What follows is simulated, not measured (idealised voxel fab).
Documented hereafter: the process module known as voxel quadruple lines.
Cross-section cut spans 260 nm and uses square cells 5 nm in size.
The cross-sections in this document take the form of a grid made of square cells. They are written out as bands, in order from top to bottom. Each band consists of one or more rows of cells. Heads up on the band format: heights come first, top then bottom, in nm. After that it's the materials left to right, each with its width in nm. A single material flagged "everywhere" fills the whole band edge to edge, and "empty" means there's empty space there. Heights from 0 (as-received wafer is one material below). Bottom band endless downward, as "0 down". A two-number width, for instance "30 to 40", indicates that the width is equal to the first number in the top row of the band and to the second number in the bottom row, and that it changes by a constant amount per row of cells. Step note "nothing got changed" = no cross-section cell changed. So "Cavities, closed" is basically the list of trapped voids: any empty space of 8 cells or more that can't reach the top through an opening. They're written width x height at distance, the distance being from the left edge, and it's all nm. after a step's settings: what the simulator itself notes on the step. A step's line can hold "overlay nm"; with a mask on that step, the setting says how far right of the planned place the mask lay, while a negative setting says it lay to the left.
Intended process steps:
1,RECEIVE | material Si
2,CONFORMAL_DEP | material Al2O3 | thk nm 5
3,DIRECTIONAL_DEP | material W | thk nm 15
4,DIRECTIONAL_DEP | material polySi | thk nm 20
5,DIRECTIONAL_DEP | material aC | thk nm 20
6,PATTERN | tone cover | mask id MANDREL | material resist | width nm 20 | thk nm 30 | overlay nm 0
7,DIRECTIONAL_ETCH | etch materials aC | depth nm 20
8,STRIP | etch materials resist
9,CONFORMAL_DEP | material SiO2 | thk nm 10
10,DIRECTIONAL_ETCH | etch materials SiO2 | depth nm 10
11,STRIP | etch materials aC
12,DIRECTIONAL_ETCH | etch materials polySi | depth nm 20
13,STRIP | etch materials SiO2
14,CONFORMAL_DEP | material SiCN | thk nm 5
15,DIRECTIONAL_ETCH | etch materials SiCN | depth nm 5
16,STRIP | etch materials polySi
17,DIRECTIONAL_ETCH | etch materials W | depth nm 15
18,STRIP | etch materials SiCN
As-received state of the wafer in cross-section, equivalent to post-step 1:
> 0 down: Si everywhere
> Cavities, closed: none
End-of-module cross-section of the first of two wafers, processed as planned:
> 20 to 5: 105 of empty | 5 of W | 10 of empty | 5 of W | 10 of empty | 5 of W | 10 of empty | 5 of W | 105 of empty
> 5 to 0: Al2O3 everywhere
> 0 down: Si everywhere
> Cavities, closed: none
Second wafer of the two, sectioned at the end of the module. It began like the first and followed the same plan, but one mistake was made while running it:
> 20 to 5: 115 of empty | 5 of W | 20 of empty | 5 of W | 115 of empty
> 5 to 0: Al2O3 everywhere
> 0 down: Si everywhere
> Cavities, closed: none
What went wrong in running the wafer? step 6 changed vs plan, executed as PATTERN | tone open | mask id MANDREL | material resist | width nm 20 | thk nm 30 | overlay nm 0
Materials where the second wafer ends with more or fewer cells than the first: W -6
